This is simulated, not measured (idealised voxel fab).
process module | voxel trench capacitor
cross-section cut | 225 nm wide | cells 5 nm
A cross-section is a grid of square cells, given in bands from the top down. A band is one or more rows of cells.
Each band's line starts with the height of the band's top and of its bottom, in nm. Then come its materials from left to right, each with its width in nm. One material with "throughout" fills the band from edge to edge. "air" is empty space.
Height 0 is the level under which the wafer as received is all one material. The lowest band goes on downwards, as in "0 down".
A width such as "30 to 40" changes by the same amount from each row of cells to the next, from the band's top row to its bottom row.
"no change" after a step means that no cell of the cross-section changed.
closed voids: empty space of 8 cells or more with no open way to the top, each as width x height at its distance from the left edge, in nm
after a step's settings: what the simulator itself notes on the step
overlay nm, on a step with a mask: how far to the right of its planned place the mask lay; to the left if negative
plan
1 op RECEIVE | material Si
2 op CONFORMAL_DEP | material SiN | thk nm 10
3 op MASKED_ETCH | tone open | mask id TRENCH | width nm 15 | pitch nm 45 | etch materials SiN | depth nm 10 | overlay nm 0
4 op MASKED_ETCH | tone open | mask id TRENCH | width nm 15 | pitch nm 45 | etch materials Si | depth nm 40 | overlay nm 0
5 op CONFORMAL_DEP | material SiO2 | thk nm 5
6 op FILL_DEP | material polySi | thk nm 5
7 op CMP | height nm 0
varied across the wafers: height nm of step 7. The plan shows the first wafer's value. All wafers start alike
first wafer as received, after step 1
  0 down: Si throughout
  closed voids: none
first wafer at the end, after step 7
  0 to -35: Si 80 | SiO2 5 | polySi 5 | SiO2 5 | Si 30 | SiO2 5 | polySi 5 | SiO2 5 | Si 85
  -35 to -40: Si 80 | SiO2 15 | Si 30 | SiO2 15 | Si 85
  -40 down: Si throughout
  closed voids: none
last wafer at the end
  20 to 15: polySi throughout
  15 to 10: SiO2 85 | polySi 5 | SiO2 40 | polySi 5 | SiO2 90
  10 to 0: SiN 80 | SiO2 5 | polySi 5 | SiO2 5 | SiN 30 | SiO2 5 | polySi 5 | SiO2 5 | SiN 85
  0 to -35: Si 80 | SiO2 5 | polySi 5 | SiO2 5 | Si 30 | SiO2 5 | polySi 5 | SiO2 5 | Si 85
  -35 to -40: Si 80 | SiO2 15 | Si 30 | SiO2 15 | Si 85
  -40 down: Si throughout
  closed voids: none
each wafer at the end: cells of each material gained (+) or lost (-) since it was received, then its closed voids
height nm 0 | -48 Si | +34 SiO2 | +14 polySi | closed voids: none
height nm 5 | -48 Si | +39 SiN | +38 SiO2 | +16 polySi | closed voids: none
height nm 10 | -48 Si | +78 SiN | +42 SiO2 | +18 polySi | closed voids: none
height nm 15 | -48 Si | +78 SiN | +85 SiO2 | +20 polySi | closed voids: none
height nm 20 | -48 Si | +78 SiN | +85 SiO2 | +65 polySi | closed voids: none
